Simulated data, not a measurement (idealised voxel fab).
process module | voxel self aligned vias
cross-section cut | 200 nm wide | cells 5 nm
A cross-section is a grid of square cells, given in bands from the top down. A band is one or more rows of cells.
Each band's line starts with the height of the band's top and of its bottom, in nm. Then come its materials from left to right, each with its width in nm. One material with "throughout" fills the band from edge to edge. "air" is empty space.
Height 0 is the level under which the wafer as received is all one material. The lowest band goes on downwards, as in "0 down".
A width such as "30 to 40" changes by the same amount from each row of cells to the next, from the band's top row to its bottom row.
"no change" after a step means that no cell of the cross-section changed.
closed voids: empty space of 8 cells or more with no open way to the top, each as width x height at its distance from the left edge, in nm
after a step's settings: what the simulator itself notes on the step
overlay nm, on a step with a mask: how far to the right of its planned place the mask lay; to the left if negative
plan
1 op RECEIVE | material Si
2 op CONFORMAL_DEP | material SiO2 | thk nm 15
3 op CONFORMAL_DEP | material SiCN | thk nm 5
4 op DIRECTIONAL_DEP | material SiO2 | thk nm 20
5 op DIRECTIONAL_DEP | material aC | thk nm 10
6 op PATTERN | tone open | mask id LINES | material resist | width nm 20 | pitch nm 70 | thk nm 25 | overlay nm 0
7 op DIRECTIONAL_ETCH | etch materials aC | depth nm 10
8 op STRIP | etch materials resist
9 op DIRECTIONAL_ETCH | etch materials SiO2 | depth nm 20
10 op STRIP | etch materials aC
11 op CONFORMAL_DEP | material TiN | thk nm 5
12 op FILL_DEP | material Ru | thk nm 10
13 op CMP | height nm 40
14 op SELECTIVE_ETCH | etch materials W Ru TiN | depth nm 5
15 op FILL_DEP | material SiN | thk nm 10
16 op CMP | height nm 40
17 op DIRECTIONAL_DEP | material SiO2 | thk nm 15
18 op MASKED_ETCH | tone open | mask id VIAS | width nm 40 | etch materials SiO2 | depth nm 15 | overlay nm 0
19 op MASKED_ETCH | tone open | mask id VIAS | width nm 40 | etch materials SiN | depth nm 5 | overlay nm 0
20 op CONFORMAL_DEP | material TiN | thk nm 5
21 op FILL_DEP | material Cu | thk nm 10
22 op CMP | height nm 55
23 op CONFORMAL_DEP | material SiCN | thk nm 5
first wafer, as planned
as received, after step 1
  0 down: Si throughout
  closed voids: none
after step 2
  15 to 0: SiO2 throughout
  below 0: unchanged
after step 3
  20 to 15: SiCN throughout
  below 15: unchanged
after step 4
  40 to 20: SiO2 throughout
  below 20: unchanged
after step 5
  50 to 40: aC throughout
  below 40: unchanged
after step 6
  75 to 50: resist 55 | air 20 | resist 50 | air 20 | resist 55
  below 50: unchanged
after step 7
  65 to 50: resist 55 | air 20 | resist 50 | air 20 | resist 55
  50 to 40: aC 55 | air 20 | aC 50 | air 20 | aC 55
  below 40: unchanged
after step 8
  50 to 40: aC 55 | air 20 | aC 50 | air 20 | aC 55
  below 40: unchanged
after step 9
  50 to 40: aC 55 | air 20 | aC 50 | air 20 | aC 55
  40 to 20: SiO2 55 | air 20 | SiO2 50 | air 20 | SiO2 55
  below 20: unchanged
after step 10
  40 to 20: SiO2 55 | air 20 | SiO2 50 | air 20 | SiO2 55
  below 20: unchanged
after step 11
  45 to 40: TiN 60 | air 10 | TiN 60 | air 10 | TiN 60
  40 to 25: SiO2 55 | TiN 5 | air 10 | TiN 5 | SiO2 50 | TiN 5 | air 10 | TiN 5 | SiO2 55
  25 to 20: SiO2 55 | TiN 20 | SiO2 50 | TiN 20 | SiO2 55
  below 20: unchanged
after step 12
  55 to 45: Ru throughout
  45 to 40: TiN 60 | Ru 10 | TiN 60 | Ru 10 | TiN 60
  40 to 25: SiO2 55 | TiN 5 | Ru 10 | TiN 5 | SiO2 50 | TiN 5 | Ru 10 | TiN 5 | SiO2 55
  below 25: unchanged
after step 13
  40 to 25: SiO2 55 | TiN 5 | Ru 10 | TiN 5 | SiO2 50 | TiN 5 | Ru 10 | TiN 5 | SiO2 55
  below 25: unchanged
after step 14
  40 to 35: SiO2 55 | air 20 | SiO2 50 | air 20 | SiO2 55
  below 35: unchanged
after step 15
  50 to 40: SiN throughout
  40 to 35: SiO2 55 | SiN 20 | SiO2 50 | SiN 20 | SiO2 55
  below 35: unchanged
after step 16
  40 to 35: SiO2 55 | SiN 20 | SiO2 50 | SiN 20 | SiO2 55
  below 35: unchanged
after step 17
  55 to 40: SiO2 throughout
  below 40: unchanged
after step 18
  55 to 40: SiO2 45 | air 40 | SiO2 115
  below 40: unchanged
after step 19
  55 to 40: SiO2 45 | air 40 | SiO2 115
  40 to 35: SiO2 55 | air 20 | SiO2 50 | SiN 20 | SiO2 55
  below 35: unchanged
after step 20
  60 to 55: TiN 50 | air 30 | TiN 120
  55 to 45: SiO2 45 | TiN 5 | air 30 | TiN 5 | SiO2 115
  45 to 40: SiO2 45 | TiN 15 | air 10 | TiN 15 | SiO2 115
  40 to 35: SiO2 55 | TiN 20 | SiO2 50 | SiN 20 | SiO2 55
  below 35: unchanged
after step 21
  70 to 60: Cu throughout
  60 to 55: TiN 50 | Cu 30 | TiN 120
  55 to 45: SiO2 45 | TiN 5 | Cu 30 | TiN 5 | SiO2 115
  45 to 40: SiO2 45 | TiN 15 | Cu 10 | TiN 15 | SiO2 115
  below 40: unchanged
after step 22
  55 to 45: SiO2 45 | TiN 5 | Cu 30 | TiN 5 | SiO2 115
  below 45: unchanged
after step 23
  60 to 55: SiCN throughout
  below 55: unchanged
second wafer: like start, like plan, one mistake. Through step 5 it matches the first wafer
when step 6 should have ended
  75 to 50: air 55 | resist 20 | air 50 | resist 20 | air 55
  below 50: unchanged
when step 7 should have ended
  65 to 50: air 55 | resist 20 | air 50 | resist 20 | air 55
  50 to 40: air 55 | aC 20 | air 50 | aC 20 | air 55
  below 40: unchanged
when step 8 should have ended
  50 to 40: air 55 | aC 20 | air 50 | aC 20 | air 55
  below 40: unchanged
when step 9 should have ended
  50 to 40: air 55 | aC 20 | air 50 | aC 20 | air 55
  40 to 20: air 55 | SiO2 20 | air 50 | SiO2 20 | air 55
  below 20: unchanged
when step 10 should have ended
  40 to 20: air 55 | SiO2 20 | air 50 | SiO2 20 | air 55
  below 20: unchanged
when step 11 should have ended
  45 to 40: air 50 | TiN 30 | air 40 | TiN 30 | air 50
  40 to 25: air 50 | TiN 5 | SiO2 20 | TiN 5 | air 40 | TiN 5 | SiO2 20 | TiN 5 | air 50
  25 to 20: TiN 55 | SiO2 20 | TiN 50 | SiO2 20 | TiN 55
  below 20: unchanged
when step 12 should have ended
  55 to 45: Ru throughout
  45 to 40: Ru 50 | TiN 30 | Ru 40 | TiN 30 | Ru 50
  40 to 25: Ru 50 | TiN 5 | SiO2 20 | TiN 5 | Ru 40 | TiN 5 | SiO2 20 | TiN 5 | Ru 50
  below 25: unchanged
when step 13 should have ended
  40 to 25: Ru 50 | TiN 5 | SiO2 20 | TiN 5 | Ru 40 | TiN 5 | SiO2 20 | TiN 5 | Ru 50
  below 25: unchanged
when step 14 should have ended
  40 to 35: air 55 | SiO2 20 | air 50 | SiO2 20 | air 55
  below 35: unchanged
when step 15 should have ended
  50 to 40: SiN throughout
  40 to 35: SiN 55 | SiO2 20 | SiN 50 | SiO2 20 | SiN 55
  below 35: unchanged
when step 16 should have ended
  40 to 35: SiN 55 | SiO2 20 | SiN 50 | SiO2 20 | SiN 55
  below 35: unchanged
when step 17 should have ended
  55 to 40: SiO2 throughout
  below 40: unchanged
when step 18 should have ended
  55 to 40: SiO2 45 | air 40 | SiO2 115
  below 40: unchanged
when step 19 should have ended
  55 to 40: SiO2 45 | air 40 | SiO2 115
  40 to 35: SiN 45 | air 10 | SiO2 20 | air 10 | SiN 40 | SiO2 20 | SiN 55
  below 35: unchanged
when step 20 should have ended
  60 to 55: TiN 50 | air 30 | TiN 120
  55 to 45: SiO2 45 | TiN 5 | air 30 | TiN 5 | SiO2 115
  45 to 40: SiO2 45 | TiN 40 | SiO2 115
  40 to 35: SiN 45 | TiN 10 | SiO2 20 | TiN 10 | SiN 40 | SiO2 20 | SiN 55
  below 35: unchanged
when step 21 should have ended
  70 to 60: Cu throughout
  60 to 55: TiN 50 | Cu 30 | TiN 120
  55 to 45: SiO2 45 | TiN 5 | Cu 30 | TiN 5 | SiO2 115
  below 45: unchanged
when step 22 should have ended
  55 to 45: SiO2 45 | TiN 5 | Cu 30 | TiN 5 | SiO2 115
  below 45: unchanged
when step 23 should have ended
  60 to 55: SiCN throughout
  below 55: unchanged
what went wrong: step 6 ran as: op PATTERN | tone cover | mask id LINES | material resist | width nm 20 | pitch nm 70 | thk nm 25 | overlay nm 0
at the end the second wafer has, in cells: 2 fewer of Cu | 48 more of Ru | 24 more of SiN | 96 fewer of SiO2 | 26 more of TiN
